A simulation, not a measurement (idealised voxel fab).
Herein follows the process module entitled voxel transistor to metal.
The cross-section shown here is cut; it is 150 nm wide and divided into square cells measuring 5 nm on a side.
For the purposes of this document, a cross-section shall be understood as a grid of square cells, specified as bands listed in top-to-bottom order, each band consisting of one or more rows of cells. Band: top height; bottom height; in nm. Then, left to right: material with width in nm, for each material. "throughout": a single material spanning edge to edge. "empty": empty space. Zero point of the height axis is 0; under it, received wafer = one material. Lowest band: continues down indefinitely, "0 down". It should be noted that a width expressed as "30 to 40" varies in equal increments from row to row of cells within the band, taking the value of the first number at the top row and that of the second number at the bottom row. The cross-section has no changed cell in any step marked "stayed the same". Each empty space that has no open way to the top and spans at least 8 cells appears under "Enclosed void list" as width x height at distance, the distance counted from the left edge, all in nm. Formally, on a step line, whatever follows the settings is a remark that the simulator itself makes on the step. Among the settings permitted on a step's line is "overlay nm"; applied to a step with a mask, it specifies the extent to which the mask lay to the right of its planned position, whereas a negative figure signifies a position to the left.
Process steps - plan
1,RECEIVE with material Si
2,OXIDIZE with depth nm 5
3,CONFORMAL_DEP with material SiN, thk nm 10
4,MASKED_ETCH with tone cover, mask id ACTIVE, width nm 115, etch materials SiN, depth nm 10, overlay nm 0
5,MASKED_ETCH with tone cover, mask id ACTIVE, width nm 115, etch materials SiO2, depth nm 5, overlay nm 0
6,MASKED_ETCH with tone cover, mask id ACTIVE, width nm 115, etch materials Si, depth nm 20, overlay nm 0
7,FILL_DEP with material SiO2, thk nm 15
8,CMP with height nm 10
9,SELECTIVE_ETCH with etch materials SiO2, depth nm 5
10,STRIP with etch materials SiN
11,SELECTIVE_ETCH with etch materials SiO2, depth nm 5
12,OXIDIZE with depth nm 5
13,DIRECTIONAL_DEP with material polySi, thk nm 30
14,DIRECTIONAL_DEP with material SiCN, thk nm 15
15,MASKED_ETCH with tone cover, mask id GATE, width nm 35, etch materials SiCN, depth nm 25, overlay nm 0
16,MASKED_ETCH with tone cover, mask id GATE, width nm 35, etch materials polySi, depth nm 40, overlay nm 0
17,CONFORMAL_DEP with material SiN, thk nm 5
18,DIRECTIONAL_ETCH with etch materials SiN, depth nm 5
19,DIRECTIONAL_ETCH with etch materials SiO2, depth nm 5
20,DIRECTIONAL_ETCH with etch materials Si, depth nm 5
21,EPI with material nSi, thk nm 5
22,FILL_DEP with material SiO2, thk nm 10
23,CMP with height nm 25
24,STRIP with etch materials polySi
25,SELECTIVE_ETCH with etch materials SiO2, depth nm 5
26,CONFORMAL_DEP with material HfO2, thk nm 5
27,CONFORMAL_DEP with material TiN, thk nm 5
28,FILL_DEP with material W, thk nm 5
29,CMP with height nm 20
30,DIRECTIONAL_DEP with material SiO2, thk nm 15
31,DIRECTIONAL_DEP with material aC, thk nm 15
32,PATTERN with tone open, mask id CONTACT, material resist, width nm 15, pitch nm 80, thk nm 30, overlay nm 0
33,DIRECTIONAL_ETCH with etch materials aC, depth nm 15
34,STRIP with etch materials resist
35,DIRECTIONAL_ETCH with etch materials SiO2, depth nm 45
36,STRIP with etch materials aC
37,CONFORMAL_DEP with material TiN, thk nm 5
38,FILL_DEP with material W, thk nm 10
39,CMP with height nm 35
40,DIRECTIONAL_DEP with material TiN, thk nm 5
41,DIRECTIONAL_DEP with material Ru, thk nm 25
42,PATTERN with tone cover, mask id METAL_1, material resist, width nm 15, pitch nm 80, thk nm 15, overlay nm 0
43,DIRECTIONAL_ETCH with etch materials Ru, depth nm 25
44,DIRECTIONAL_ETCH with etch materials TiN, depth nm 5
45,STRIP with etch materials resist
46,FILL_DEP with material lowk, thk nm 10
47,CMP with height nm 65
48,CONFORMAL_DEP with material SiN, thk nm 5
As received (post step 1): cross-section
    0 down = Si throughout
    Enclosed void list: none
First of two wafers at the end of the module, shown in cross-section; run carried out as planned
    70 to 65 = SiN throughout
    65 to 40 = lowk: 25, Ru: 15, lowk: 65, Ru: 15, lowk: 30
    40 to 35 = lowk: 25, TiN: 15, lowk: 65, TiN: 15, lowk: 30
    35 to 20 = SiO2: 25, TiN: 5, W: 5, TiN: 5, SiO2: 65, TiN: 5, W: 5, TiN: 5, SiO2: 30
    20 to 0 = SiO2: 25, TiN: 5, W: 5, TiN: 5, SiO2: 10, SiN: 5, HfO2: 5, TiN: 5, W: 15, TiN: 5, HfO2: 5, SiN: 5, SiO2: 10, TiN: 5, W: 5, TiN: 5, SiO2: 30
    0 to -5 = SiO2: 10, SiN: 5, SiO2: 10, TiN: 5, W: 5, TiN: 5, SiO2: 10, SiN: 5, HfO2: 5, TiN: 25, HfO2: 5, SiN: 5, SiO2: 10, TiN: 5, W: 5, TiN: 5, SiO2: 10, SiN: 5, SiO2: 15
    -5 to -10 = SiO2: 25, TiN: 15, SiO2: 5, nSi: 5, HfO2: 45, nSi: 5, SiO2: 5, TiN: 15, SiO2: 30
    -10 to -15 = SiO2: 15, nSi: 35, Si: 45, nSi: 35, SiO2: 20
    -15 to -25 = SiO2: 15, Si: 115, SiO2: 20
    -25 down = Si throughout
    Enclosed void list: none
Here is the second of the two wafers cut open at the end of the module - same start, same plan as the first one, but we made one mistake running it
    70 to 65 = SiN throughout
    65 to 40 = lowk: 25, Ru: 15, lowk: 65, Ru: 15, lowk: 30
    40 to 35 = lowk: 25, TiN: 15, lowk: 65, TiN: 15, lowk: 30
    35 to 20 = SiO2: 25, TiN: 5, W: 5, TiN: 5, SiO2: 65, TiN: 5, W: 5, TiN: 5, SiO2: 30
    20 to 0 = SiO2: 25, TiN: 5, W: 5, TiN: 5, SiO2: 10, SiN: 5, HfO2: 5, TiN: 5, W: 15, TiN: 5, HfO2: 5, SiN: 5, SiO2: 10, TiN: 5, W: 5, TiN: 5, SiO2: 30
    0 to -5 = SiO2: 10, SiN: 5, SiO2: 10, TiN: 5, W: 5, TiN: 5, SiO2: 10, SiN: 5, HfO2: 5, TiN: 25, HfO2: 5, SiN: 5, SiO2: 10, TiN: 5, W: 5, TiN: 5, SiO2: 10, SiN: 5, SiO2: 15
    -5 to -10 = SiO2: 25, TiN: 15, SiO2: 5, nSi: 5, HfO2: 45, nSi: 5, SiO2: 5, TiN: 15, SiO2: 30
    -10 to -20 = SiO2: 45, nSi: 5, Si: 45, nSi: 5, SiO2: 50
    -20 to -25 = SiO2: 15, nSi: 35, Si: 45, nSi: 35, SiO2: 20
    -25 down = Si throughout
    Enclosed void list: none
Misprocessing identified: step 20: run off-plan, actual operation and settings DIRECTIONAL_ETCH with etch materials Si, depth nm 15
Final difference in cells, second wafer against first, listed per material as more or fewer: -28 Si, +24 SiO2, +4 nSi
